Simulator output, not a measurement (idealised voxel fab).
The following process module bears the name voxel tone inversion.
265 nm wide, 5 nm square cells: that's cross-section cut.
Cross-section spec: square-cell grid; bands listed top down; each band is one or more rows. Read a band's entry like this: the first values are the height of its top and the height of its bottom in nm, and what follows is the sequence of materials from left to right, each with its width in nm. Note that "blank" is empty space, and that a single material marked "full width" reaches across the band from edge to edge. For the purposes of this specification, 0 denotes the height below which the wafer in its as-received condition is composed wholly of one material, and the lowermost band, lacking a lower limit, extends downward without end, as expressed in "0 -> down". Top row gets the first number, bottom row gets the second, and each row in between changes by the same step: that is how a band width like "30->40" works. The cross-section has no changed cell in any step marked "no alterations made". Closed empty spaces (no open way to the top) of 8 cells or more are what "closed voids" lists, each as width x height at distance from the left edge, nm for all three. On a step's line, text after the settings is the simulator commenting on that step. Each step line may optionally specify "overlay nm", which for a step with a mask gives the rightward distance between the mask's planned place and where it lay, a negative value indicating the leftward direction.

Process steps (planned):
step 1: RECEIVE: material Si
step 2: CONFORMAL_DEP: material SiCN, thk nm 10
step 3: DIRECTIONAL_DEP: material polySi, thk nm 25
step 4: PATTERN: tone cover, mask id POSTS, material resist, width nm 25, pitch nm 40, thk nm 35, overlay nm 0
step 5: DIRECTIONAL_ETCH: etch materials polySi, depth nm 25
step 6: STRIP: etch materials resist
step 7: FILL_DEP: material SiO2, thk nm 10
step 8: CMP: height nm 35
step 9: STRIP: etch materials polySi

Wafer as received: cross-section following step 1:
	0 -> down: Si full width
	closed voids: none

First of two wafers at the end of the module, shown in cross-section; run carried out as planned:
	35 -> 10: SiO2: 80, then blank: 25, then SiO2: 15, then blank: 25, then SiO2: 15, then blank: 25, then SiO2: 80
	10 -> 0: SiCN full width
	0 -> down: Si full width
	closed voids: none

The second wafer, shown in cross-section after the module: started the same way as the first and given the same plan, yet one mistake crept into how it was run:
	35 -> 10: SiCN: 80, then blank: 25, then SiCN: 15, then blank: 25, then SiCN: 15, then blank: 25, then SiCN: 80
	10 -> 0: SiCN full width
	0 -> down: Si full width
	closed voids: none
Error vs. plan: step 7 did not use the planned setting and instead ran as FILL_DEP: material SiCN, thk nm 10
Final tally in cells, some materials are higher or lower on the second wafer than on the first: +190 SiCN | -190 SiO2
